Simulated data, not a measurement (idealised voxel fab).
process module | voxel transistor to metal
cross-section cut | 180 nm wide | cells 5 nm
A cross-section is a grid of square cells, given in bands from the top down. A band is one or more rows of cells.
Each band's line starts with the height of the band's top and of its bottom, in nm. Then come its materials from left to right, each with its width in nm. One material with "throughout" fills the band from edge to edge. "air" is empty space.
Height 0 is the level under which the wafer as received is all one material. The lowest band goes on downwards, as in "0 down".
A width such as "30 to 40" changes by the same amount from each row of cells to the next, from the band's top row to its bottom row.
"no change" after a step means that no cell of the cross-section changed.
closed voids: empty space of 8 cells or more with no open way to the top, each as width x height at its distance from the left edge, in nm
after a step's settings: what the simulator itself notes on the step
overlay nm, on a step with a mask: how far to the right of its planned place the mask lay; to the left if negative
plan
1 op RECEIVE | material Si
2 op CONFORMAL_DEP | material SiO2 | thk nm 5
3 op CONFORMAL_DEP | material SiN | thk nm 10
4 op MASKED_ETCH | tone cover | mask id ACTIVE | width nm 115 | etch materials SiN | depth nm 10 | overlay nm 0
5 op MASKED_ETCH | tone cover | mask id ACTIVE | width nm 115 | etch materials SiO2 | depth nm 5 | overlay nm 0
6 op MASKED_ETCH | tone cover | mask id ACTIVE | width nm 115 | etch materials Si | depth nm 30 | overlay nm 0
7 op OXIDIZE | depth nm 5
8 op FILL_DEP | material SiO2 | thk nm 10
9 op CMP | height nm 15
10 op SELECTIVE_ETCH | etch materials SiO2 | depth nm 5
11 op STRIP | etch materials SiN
12 op SELECTIVE_ETCH | etch materials SiO2 | depth nm 5
13 op OXIDIZE | depth nm 5
14 op DIRECTIONAL_DEP | material polySi | thk nm 30
15 op DIRECTIONAL_DEP | material SiCN | thk nm 15
16 op MASKED_ETCH | tone cover | mask id GATE | width nm 25 | etch materials SiCN | depth nm 25 | overlay nm 0
17 op MASKED_ETCH | tone cover | mask id GATE | width nm 25 | etch materials polySi | depth nm 40 | overlay nm 0
18 op CONFORMAL_DEP | material SiO2 | thk nm 5
19 op DIRECTIONAL_ETCH | etch materials SiO2 | depth nm 5
20 op CONFORMAL_DEP | material SiN | thk nm 10
21 op DIRECTIONAL_ETCH | etch materials SiN | depth nm 10
22 op DIRECTIONAL_ETCH | etch materials SiO2 | depth nm 5
23 op EPI | material SiGe | thk nm 5
24 op FILL_DEP | material SiO2 | thk nm 5
25 op CMP | height nm 45
26 op DIRECTIONAL_DEP | material SiO2 | thk nm 10
27 op PATTERN | tone open | mask id CONTACT | material resist | width nm 35 | pitch nm 70 | thk nm 15 | overlay nm 0
28 op DIRECTIONAL_ETCH | etch materials SiO2 | depth nm 55
29 op STRIP | etch materials resist
30 op CONFORMAL_DEP | material TiN | thk nm 5
31 op FILL_DEP | material Ru | thk nm 10
32 op CMP | height nm 55
33 op CONFORMAL_DEP | material SiCN | thk nm 5
34 op DIRECTIONAL_DEP | material SiO2 | thk nm 25
35 op PATTERN | tone open | mask id METAL_1 | material resist | width nm 20 | pitch nm 85 | thk nm 15 | overlay nm 0
36 op DIRECTIONAL_ETCH | etch materials SiO2 | depth nm 25
37 op DIRECTIONAL_ETCH | etch materials SiCN | depth nm 5
38 op STRIP | etch materials resist
39 op CONFORMAL_DEP | material TiN | thk nm 5
40 op FILL_DEP | material Ru | thk nm 5
41 op CMP | height nm 85
42 op CONFORMAL_DEP | material SiCN | thk nm 5
43 op DIRECTIONAL_DEP | material lowk | thk nm 30
44 op PATTERN | tone open | mask id METAL_2 | material resist | width nm 20 | pitch nm 85 | thk nm 15 | overlay nm 0
45 op DIRECTIONAL_ETCH | etch materials lowk | depth nm 15
46 op STRIP | etch materials resist
47 op DIRECTIONAL_DEP | material aC | thk nm 10
48 op PATTERN | tone open | mask id METAL_2_HOLES | material resist | width nm 15 | pitch nm 85 | thk nm 25 | overlay nm 0
49 op DIRECTIONAL_ETCH | etch materials aC | depth nm 10
50 op STRIP | etch materials resist
51 op DIRECTIONAL_ETCH | etch materials lowk | depth nm 15
52 op DIRECTIONAL_ETCH | etch materials SiCN | depth nm 5
53 op STRIP | etch materials aC
54 op CONFORMAL_DEP | material TiN | thk nm 5
55 op FILL_DEP | material Ru | thk nm 5
56 op CMP | height nm 120
57 op CONFORMAL_DEP | material SiCN | thk nm 5
as received, after step 1
  0 down: Si throughout
  closed voids: none
first wafer at the end, as planned
  125 to 120: SiCN throughout
  120 to 110: lowk 35 | TiN 5 | Ru 10 | TiN 5 | lowk 65 | TiN 5 | Ru 10 | TiN 5 | lowk 40
  110 to 105: lowk 35 | TiN 5 | Ru 5 | TiN 10 | lowk 65 | TiN 5 | Ru 5 | TiN 10 | lowk 40
  105 to 90: lowk 35 | TiN 5 | Ru 5 | TiN 5 | lowk 70 | TiN 5 | Ru 5 | TiN 5 | lowk 45
  90 to 85: SiCN 35 | TiN 15 | SiCN 70 | TiN 15 | SiCN 45
  85 to 60: SiO2 35 | TiN 5 | Ru 10 | TiN 5 | SiO2 65 | TiN 5 | Ru 10 | TiN 5 | SiO2 40
  60 to 55: SiCN 35 | TiN 20 | SiCN 65 | TiN 20 | SiCN 40
  55 to 45: SiO2 35 | TiN 5 | Ru 25 to 15 | TiN 5 to 15 | SiO2 35 | TiN 5 to 15 | Ru 25 to 15 | TiN 5 | SiO2 40
  45 to 30: SiO2 35 | TiN 5 | Ru 15 | TiN 5 | SiN 10 | SiO2 5 | SiCN 25 | SiO2 5 | SiN 10 | TiN 5 | Ru 15 | TiN 5 | SiO2 40
  30 to 10: SiO2 35 | TiN 5 | Ru 15 | TiN 5 | SiN 10 | SiO2 5 | polySi 25 | SiO2 5 | SiN 10 | TiN 5 | Ru 15 | TiN 5 | SiO2 40
  10 to 5: SiO2 35 | TiN 10 | Ru 10 | TiN 5 | SiN 10 | SiO2 5 | polySi 25 | SiO2 5 | SiN 10 | TiN 5 | Ru 10 | TiN 10 | SiO2 40
  5 to 0: SiO2 30 | SiN 10 | TiN 20 | SiN 10 | SiO2 5 | polySi 25 | SiO2 5 | SiN 10 | TiN 20 | SiN 10 | SiO2 35
  0 to -5: SiO2 40 | SiGe 20 | SiO2 55 | SiGe 20 | SiO2 45
  -5 to -35: SiO2 35 | Si 105 | SiO2 40
  -35 down: Si throughout
  closed voids: none
second wafer at the end: like start, like plan, one mistake
  125 to 120: SiCN throughout
  120 to 110: lowk 35 | TiN 5 | Ru 10 | TiN 5 | lowk 65 | TiN 5 | Ru 10 | TiN 5 | lowk 40
  110 to 105: lowk 35 | TiN 5 | Ru 5 | TiN 10 | lowk 65 | TiN 5 | Ru 5 | TiN 10 | lowk 40
  105 to 90: lowk 35 | TiN 5 | Ru 5 | TiN 5 | lowk 70 | TiN 5 | Ru 5 | TiN 5 | lowk 45
  90 to 85: SiCN 35 | TiN 15 | SiCN 70 | TiN 15 | SiCN 45
  85 to 60: SiO2 35 | TiN 5 | Ru 10 | TiN 5 | SiO2 65 | TiN 5 | Ru 10 | TiN 5 | SiO2 40
  60 to 55: SiCN 35 | TiN 20 | SiCN 65 | TiN 20 | SiCN 40
  55 to 45: SiO2 40 | TiN 5 | Ru 15 to 10 | TiN 5 to 10 | SiO2 45 | TiN 5 to 10 | Ru 15 to 10 | TiN 5 | SiO2 45
  45 to 30: SiO2 40 | TiN 5 | Ru 10 | TiN 5 | SiN 10 | SiO2 5 | SiCN 25 | SiO2 5 | SiN 10 | TiN 5 | Ru 10 | TiN 5 | SiO2 45
  30 to 5: SiO2 40 | TiN 5 | Ru 10 | TiN 5 | SiN 10 | SiO2 5 | polySi 25 | SiO2 5 | SiN 10 | TiN 5 | Ru 10 | TiN 5 | SiO2 45
  5 to 0: SiO2 30 | SiN 10 | TiN 20 | SiN 10 | SiO2 5 | polySi 25 | SiO2 5 | SiN 10 | TiN 20 | SiN 10 | SiO2 35
  0 to -5: SiO2 40 | SiGe 20 | SiO2 55 | SiGe 20 | SiO2 45
  -5 to -35: SiO2 35 | Si 105 | SiO2 40
  -35 down: Si throughout
  closed voids: none
what went wrong: step 27 ran as: op PATTERN | tone open | mask id CONTACT | material resist | width nm 25 | pitch nm 70 | thk nm 15 | overlay nm 0
at the end the second wafer has, in cells: 20 fewer of Ru | 24 more of SiO2 | 4 fewer of TiN
